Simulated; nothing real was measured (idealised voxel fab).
This section sets out a process module, namely voxel transistor to metal.
We display cut, a cross-section 300 nm in width whose square cells are each 5 nm.
Each cross-section below is a grid of square cells, stated as bands in top-down order, with one or more rows of cells making up each band.
Heights first: top, then bottom, in nm. Then materials, left to right, each with a width in nm. "full width" on a single material: fills the band edge to edge. "empty": empty space.
Heights from 0 (as-received wafer is one material below). Bottom band endless downward, as "top 0, no bottom".
Width spec "30->40" -> top row of cells at first value, bottom row at second value, equal per-row change in between.
For the purposes of this document, the phrase "same as before" attached to a step denotes that no cell within the cross-section was modified by that step.
You'll see "Completely enclosed voids" listing empty spaces that have no way open to the top, as long as they're 8 cells or more; the notation is width x height at distance, where the distance is from the left edge, and all of it is in nm.
Post-settings text on a step line: simulator's own remark regarding the step.
Each step line may optionally specify "overlay nm", which for a step with a mask gives the rightward distance between the mask's planned place and where it lay, a negative value indicating the leftward direction.

Intended process steps:
step 1: RECEIVE, material Si
step 2: CONFORMAL_DEP, material SiO2, thk nm 5
step 3: CONFORMAL_DEP, material SiN, thk nm 15
step 4: PATTERN, tone cover, mask id ACTIVE, material resist, width nm 115, pitch nm 145, thk nm 20, overlay nm 0
step 5: DIRECTIONAL_ETCH, etch materials SiN, depth nm 15
step 6: DIRECTIONAL_ETCH, etch materials SiO2, depth nm 5
step 7: DIRECTIONAL_ETCH, etch materials Si, depth nm 25
step 8: STRIP, etch materials resist
step 9: OXIDIZE, depth nm 5
step 10: FILL_DEP, material SiO2, thk nm 10
step 11: CMP, height nm 20
step 12: SELECTIVE_ETCH, etch materials SiO2, depth nm 5
step 13: STRIP, etch materials SiN
step 14: SELECTIVE_ETCH, etch materials SiO2, depth nm 5
step 15: OXIDIZE, depth nm 5
step 16: DIRECTIONAL_DEP, material polySi, thk nm 25
step 17: DIRECTIONAL_DEP, material SiCN, thk nm 10
step 18: MASKED_ETCH, tone cover, mask id GATE, width nm 25, pitch nm 145, etch materials SiCN, depth nm 20, overlay nm 0
step 19: MASKED_ETCH, tone cover, mask id GATE, width nm 25, pitch nm 145, etch materials polySi, depth nm 35, overlay nm 0
step 20: CONFORMAL_DEP, material SiN, thk nm 10
step 21: DIRECTIONAL_ETCH, etch materials SiN, depth nm 10
step 22: DIRECTIONAL_ETCH, etch materials SiO2, depth nm 5
step 23: DIRECTIONAL_ETCH, etch materials Si, depth nm 15
step 24: EPI, material nSi, thk nm 20
step 25: FILL_DEP, material SiO2, thk nm 10
step 26: CMP, height nm 35
step 27: DIRECTIONAL_DEP, material SiO2, thk nm 10
step 28: MASKED_ETCH, tone open, mask id CONTACT, width nm 30, etch materials SiO2, depth nm 45, overlay nm 0
step 29: CONFORMAL_DEP, material TiN, thk nm 5
step 30: FILL_DEP, material Ru, thk nm 5
step 31: CMP, height nm 45
step 32: DIRECTIONAL_DEP, material TiN, thk nm 5
step 33: DIRECTIONAL_DEP, material W, thk nm 15
step 34: PATTERN, tone cover, mask id METAL_1, material resist, width nm 20, thk nm 15, overlay nm 0
step 35: DIRECTIONAL_ETCH, etch materials W, depth nm 15
step 36: DIRECTIONAL_ETCH, etch materials TiN, depth nm 5
step 37: STRIP, etch materials resist
step 38: FILL_DEP, material lowk, thk nm 10
step 39: CMP, height nm 65
step 40: CONFORMAL_DEP, material SiCN, thk nm 5
step 41: DIRECTIONAL_DEP, material SiO2, thk nm 30
step 42: PATTERN, tone open, mask id METAL_2_HOLES, material resist, width nm 15, pitch nm 145, thk nm 20, overlay nm 0
step 43: DIRECTIONAL_ETCH, etch materials SiO2, depth nm 30
step 44: STRIP, etch materials resist
step 45: PATTERN, tone open, mask id METAL_2, material resist, width nm 20, pitch nm 145, thk nm 20, overlay nm 0
step 46: DIRECTIONAL_ETCH, etch materials SiO2, depth nm 15
step 47: DIRECTIONAL_ETCH, etch materials SiCN, depth nm 5
step 48: STRIP, etch materials resist
step 49: CONFORMAL_DEP, material TiN, thk nm 5
step 50: FILL_DEP, material Cu, thk nm 5
step 51: CMP, height nm 100
step 52: CONFORMAL_DEP, material SiCN, thk nm 5

Cross-sectional view of the wafer in its as-received condition, corresponding to the state after step 1:
* top 0, no bottom | Si full width
* Completely enclosed voids: none

A wafer at the end: this start, this plan, one mistake:
* top 105, bottom 100 | SiCN full width
* top 100, bottom 90 | SiO2 30 nm  TiN 5 nm  Cu 10 nm  TiN 5 nm  SiO2 125 nm  TiN 5 nm  Cu 10 nm  TiN 5 nm  SiO2 105 nm
* top 90, bottom 85 | SiO2 30 nm  TiN 5 nm  Cu 5 nm  TiN 10 nm  SiO2 125 nm  TiN 5 nm  Cu 5 nm  TiN 10 nm  SiO2 105 nm
* top 85, bottom 70 | SiO2 30 nm  TiN 5 nm  Cu 5 nm  TiN 5 nm  SiO2 130 nm  TiN 5 nm  Cu 5 nm  TiN 5 nm  SiO2 110 nm
* top 70, bottom 65 | SiCN 30 nm  TiN 15 nm  SiCN 130 nm  TiN 15 nm  SiCN 110 nm
* top 65, bottom 50 | lowk 30 nm  W 20 nm  lowk 55 nm  W 20 nm  lowk 50 nm  W 20 nm  lowk 55 nm  W 20 nm  lowk 30 nm
* top 50, bottom 45 | lowk 30 nm  TiN 20 nm  lowk 55 nm  TiN 20 nm  lowk 50 nm  TiN 20 nm  lowk 55 nm  TiN 20 nm  lowk 30 nm
* top 45, bottom 35 | SiO2 30 nm  TiN 5 nm  Ru 20 nm  TiN 5 nm  SiO2 35 nm  TiN 5->15 nm  Ru 20->10 nm  TiN 5 nm  SiO2 50 nm  TiN 5 nm  Ru 20 nm  TiN 5 nm  SiO2 35 nm  TiN 5->15 nm  Ru 20->10 nm  TiN 5 nm  SiO2 30 nm
* top 35, bottom 25 | SiO2 30 nm  TiN 5 nm  Ru 20->15 nm  TiN 5->10 nm  SiN 10 nm  SiCN 25 nm  SiN 10 nm  TiN 5 nm  Ru 10 nm  TiN 5 nm  SiO2 50 nm  TiN 5 nm  Ru 20->15 nm  TiN 5->10 nm  SiN 10 nm  SiCN 25 nm  SiN 10 nm  TiN 5 nm  Ru 10 nm  TiN 5 nm  SiO2 30 nm
* top 25, bottom 20 | SiO2 30 nm  TiN 5 nm  Ru 15 nm  TiN 5 nm  SiN 10 nm  polySi 30 nm  SiN 10 nm  TiN 5 nm  Ru 10 nm  TiN 5 nm  SiO2 50 nm  TiN 5 nm  Ru 15 nm  TiN 5 nm  SiN 10 nm  polySi 30 nm  SiN 10 nm  TiN 5 nm  Ru 10 nm  TiN 5 nm  SiO2 30 nm
* top 20, bottom 15 | SiO2 30 nm  TiN 25 nm  SiN 10 nm  polySi 30 nm  SiN 10 nm  TiN 20 nm  SiO2 50 nm  TiN 25 nm  SiN 10 nm  polySi 30 nm  SiN 10 nm  TiN 20 nm  SiO2 30 nm
* top 15, bottom 10 | SiO2 30 nm  TiN 5 nm  nSi 20 nm  SiN 10 nm  polySi 30 nm  SiN 10 nm  nSi 20 nm  SiO2 50 nm  TiN 5 nm  nSi 20 nm  SiN 10 nm  polySi 30 nm  SiN 10 nm  nSi 20 nm  SiO2 30 nm
* top 10, bottom 0 | SiO2 15 nm  SiN 10 nm  SiO2 5 nm  TiN 5 nm  nSi 20 nm  SiN 10 nm  polySi 30 nm  SiN 10 nm  nSi 20 nm  SiO2 5 nm  SiN 10 nm  SiO2 20 nm  SiN 10 nm  SiO2 5 nm  TiN 5 nm  nSi 20 nm  SiN 10 nm  polySi 30 nm  SiN 10 nm  nSi 20 nm  SiO2 5 nm  SiN 10 nm  SiO2 15 nm
* top 0, bottom -5 | SiO2 25 nm  nSi 30 nm  SiO2 50 nm  nSi 25 nm  SiO2 40 nm  nSi 30 nm  SiO2 50 nm  nSi 25 nm  SiO2 25 nm
* top -5, bottom -20 | SiO2 25 nm  nSi 30 nm  Si 50 nm  nSi 25 nm  SiO2 40 nm  nSi 30 nm  Si 50 nm  nSi 25 nm  SiO2 25 nm
* top -20, bottom -30 | SiO2 25 nm  Si 105 nm  SiO2 40 nm  Si 105 nm  SiO2 25 nm
* top -30, no bottom | Si full width
* Completely enclosed voids: none
Want to know what went wrong? so step 18 ended up running with a different setting than we planned, it ran as MASKED_ETCH, tone cover, mask id GATE, width nm 25, pitch nm 145, etch materials SiCN, depth nm 20, overlay nm 5
